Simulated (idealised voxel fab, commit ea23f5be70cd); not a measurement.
process module | voxel gate over fins
cross-section cut | 160 nm wide | cells 5 nm
A cross-section is a grid of square cells, given in bands from the top down. A band is one or more rows of cells.
Each band's line starts with the height of the band's top and of its bottom, in nm. Then come its materials from left to right, each with its width in nm. One material with "throughout" fills the band from edge to edge. "air" is empty space.
Height 0 is the level under which the wafer as received is all one material. The lowest band goes on downwards, as in "0 down".
A width such as "30 to 40" changes by the same amount from each row of cells to the next, from the band's top row to its bottom row.
"no change" after a step means that no cell of the cross-section changed.
closed voids: empty space of 8 cells or more with no open way to the top, each as width x height at its distance from the left edge, in nm
after a step's settings: what the simulator itself notes on the step
overlay nm, on a step with a mask: how far to the right of its planned place the mask lay; to the left if negative
plan
1 op RECEIVE | material Si
2 op CONFORMAL_DEP | material SiN | thk nm 5
3 op MASKED_ETCH | tone cover | mask id FINS | width nm 15 | pitch nm 40 | etch materials SiN | depth nm 5 | overlay nm 0
4 op MASKED_ETCH | tone cover | mask id FINS | width nm 15 | pitch nm 40 | etch materials Si | depth nm 30 | overlay nm 0
5 op OXIDIZE | depth nm 5
6 op FILL_DEP | material SiO2 | thk nm 15
7 op CMP | height nm 5
8 op SELECTIVE_ETCH | etch materials SiO2 | depth nm 15
9 op STRIP | etch materials SiN
10 op CONFORMAL_DEP | material HfO2 | thk nm 5
11 op CONFORMAL_DEP | material TiN | thk nm 5
12 op FILL_DEP | material W | thk nm 10
13 op CMP | height nm 15
14 op CONFORMAL_DEP | material SiCN | thk nm 10
as received, after step 1
  0 down: Si throughout
  closed voids: none
a wafer at the end: this start, this plan, one mistake
  25 to 15: SiCN throughout
  15 to 10: W throughout
  10 to 5: W 45 | TiN 25 | W 15 | TiN 25 | W 50
  5 to 0: W 45 | TiN 5 | HfO2 15 | TiN 5 | W 15 | TiN 5 | HfO2 15 | TiN 5 | W 50
  0 to -15: W 45 | TiN 5 | HfO2 5 | Si 5 | HfO2 5 | TiN 5 | W 15 | TiN 5 | HfO2 5 | Si 5 | HfO2 5 | TiN 5 | W 50
  -15 to -20: TiN 50 | HfO2 5 | Si 5 | HfO2 5 | TiN 25 | HfO2 5 | Si 5 | HfO2 5 | TiN 55
  -20 to -25: HfO2 55 | Si 5 | HfO2 35 | Si 5 | HfO2 60
  -25 to -35: SiO2 55 | Si 5 | SiO2 35 | Si 5 | SiO2 60
  -35 down: Si throughout
  closed voids: none
what went wrong: step 8 was run twice
